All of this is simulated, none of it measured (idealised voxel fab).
Process module, titled voxel transistor to metal
270 nm wide, 5 nm square cells: that's cross-section cut.
Just so we're on the same page, the cross-sections are grids of square cells, and they're listed out in bands top to bottom, each band one or more rows deep.
Basically the band line says how high the top is and how high the bottom is, in nm, and then what's in it from left to right, every material with its width in nm. Empty space shows up as "blank", and if a single material carries "all across" it runs the full band edge to edge.
Height is counted from the level 0, under which the received wafer is composed throughout of one material. The lowest of the bands is not closed at the bottom but continues downward, in the notation "0 down".
It should be noted that a width expressed as "30..40" varies in equal increments from row to row of cells within the band, taking the value of the first number at the top row and that of the second number at the bottom row.
"no change" (step): cross-section cells unchanged, all of them.
The label "Voids, fully enclosed" introduces a list of the empty spaces, 8 cells or larger, that have no open way up to the top; each entry in it reads width x height at distance, where the distance is taken from the left edge and all three are stated in nm.
On each step's line, the part that comes after the settings is the simulator's own comment on the step.
overlay nm: right-of-plan distance of the mask on a masked step; negative values mean left-of-plan.
PROCESS STEPS (PLANNED)
1,op RECEIVE | material Si
2,op OXIDIZE | depth nm 5
3,op CONFORMAL_DEP | material SiN | thk nm 10
4,op MASKED_ETCH | tone cover | mask id ACTIVE | width nm 110 | pitch nm 130 | etch materials SiN | depth nm 10 | overlay nm 0
5,op MASKED_ETCH | tone cover | mask id ACTIVE | width nm 110 | pitch nm 130 | etch materials SiO2 | depth nm 5 | overlay nm 0
6,op MASKED_ETCH | tone cover | mask id ACTIVE | width nm 110 | pitch nm 130 | etch materials Si | depth nm 20 | overlay nm 0
7,op FILL_DEP | material SiO2 | thk nm 5
8,op CMP | height nm 10
9,op SELECTIVE_ETCH | etch materials SiO2 | depth nm 5
10,op STRIP | etch materials SiN
11,op SELECTIVE_ETCH | etch materials SiO2 | depth nm 5
12,op OXIDIZE | depth nm 5
13,op DIRECTIONAL_DEP | material polySi | thk nm 25
14,op DIRECTIONAL_DEP | material SiCN | thk nm 10
15,op PATTERN | tone cover | mask id GATE | material resist | width nm 20 | pitch nm 130 | thk nm 20 | overlay nm 0
16,op DIRECTIONAL_ETCH | etch materials SiCN | depth nm 20
17,op DIRECTIONAL_ETCH | etch materials polySi | depth nm 35
18,op STRIP | etch materials resist
19,op CONFORMAL_DEP | material SiN | thk nm 5
20,op DIRECTIONAL_ETCH | etch materials SiN | depth nm 5
21,op DIRECTIONAL_ETCH | etch materials SiO2 | depth nm 5
22,op EPI | material SiGe | thk nm 5
23,op FILL_DEP | material SiO2 | thk nm 10
24,op CMP | height nm 30
25,op DIRECTIONAL_DEP | material SiO2 | thk nm 10
26,op PATTERN | tone open | mask id CONTACT | material resist | width nm 30 | thk nm 20 | overlay nm 0
27,op DIRECTIONAL_ETCH | etch materials SiO2 | depth nm 45
28,op STRIP | etch materials resist
29,op CONFORMAL_DEP | material TiN | thk nm 5
30,op FILL_DEP | material Ru | thk nm 10
31,op CMP | height nm 40
32,op DIRECTIONAL_DEP | material TiN | thk nm 5
33,op DIRECTIONAL_DEP | material W | thk nm 15
34,op PATTERN | tone cover | mask id METAL_1 | material resist | width nm 20 | thk nm 15 | overlay nm 0
35,op DIRECTIONAL_ETCH | etch materials W | depth nm 15
36,op DIRECTIONAL_ETCH | etch materials TiN | depth nm 5
37,op STRIP | etch materials resist
38,op CONFORMAL_DEP | material SiN | thk nm 5
39,op FILL_DEP | material SiO2 | thk nm 5
40,op CMP | height nm 60
41,op CONFORMAL_DEP | material SiN | thk nm 5
THIS IS THE CROSS-SECTION OF THE WAFER AS WE RECEIVED IT, I.E. AFTER STEP 1
* 0 down | Si all across
* Voids, fully enclosed: none
END-OF-MODULE CROSS-SECTION. STARTING STRUCTURE AND PROCESS PLAN AS ABOVE; ONE MISTAKE MADE IN RUNNING IT
* 65 to 60 | SiN all across
* 60 to 45 | SiO2: 20  SiN: 5  W: 20  SiN: 5  SiO2: 40  SiN: 5  W: 20  SiN: 5  SiO2: 30  SiN: 5  W: 20  SiN: 5  SiO2: 40  SiN: 5  W: 20  SiN: 5  SiO2: 20
* 45 to 40 | SiN: 25  TiN: 20  SiN: 50  TiN: 20  SiN: 40  TiN: 20  SiN: 50  TiN: 20  SiN: 25
* 40 to 30 | SiO2: 20  TiN: 5  Ru: 20  TiN: 5  SiO2: 30  TiN: 5..10  Ru: 20..15  TiN: 5  SiO2: 40  TiN: 5  Ru: 20  TiN: 5  SiO2: 30  TiN: 5..10  Ru: 20..15  TiN: 5  SiO2: 30
* 30 to 20 | SiO2: 20  TiN: 5  Ru: 20  TiN: 5  SiO2: 5  SiN: 5  SiCN: 20  SiN: 5  TiN: 5  Ru: 15  TiN: 5  SiO2: 40  TiN: 5  Ru: 20  TiN: 5  SiO2: 5  SiN: 5  SiCN: 20  SiN: 5  TiN: 5  Ru: 15  TiN: 5  SiO2: 30
* 20 to 0 | SiO2: 20  TiN: 5  Ru: 20  TiN: 5  SiO2: 5  SiN: 5  polySi: 20  SiN: 5  TiN: 5  Ru: 15  TiN: 5  SiO2: 40  TiN: 5  Ru: 20  TiN: 5  SiO2: 5  SiN: 5  polySi: 20  SiN: 5  TiN: 5  Ru: 15  TiN: 5  SiO2: 30
* 0 to -5 | SiO2: 10  SiN: 5  SiO2: 5  TiN: 30  SiO2: 5  SiN: 5  polySi: 20  SiN: 5  TiN: 25  SiO2: 15  SiN: 5  SiO2: 10  SiN: 5  SiO2: 5  TiN: 30  SiO2: 5  SiN: 5  polySi: 20  SiN: 5  TiN: 25  SiO2: 15  SiN: 5  SiO2: 10
* -5 to -10 | SiO2: 15  SiGe: 40  SiO2: 30  SiGe: 40  SiO2: 20  SiGe: 40  SiO2: 30  SiGe: 40  SiO2: 15
* -10 to -25 | SiO2: 15  Si: 110  SiO2: 20  Si: 110  SiO2: 15
* -25 down | Si all across
* Voids, fully enclosed: none
It is concluded that the wafer was processed incorrectly with respect to the plan, in that step 26 deviated from plan and actually ran as op PATTERN | tone open | mask id CONTACT | material resist | width nm 30 | thk nm 20 | overlay nm -5
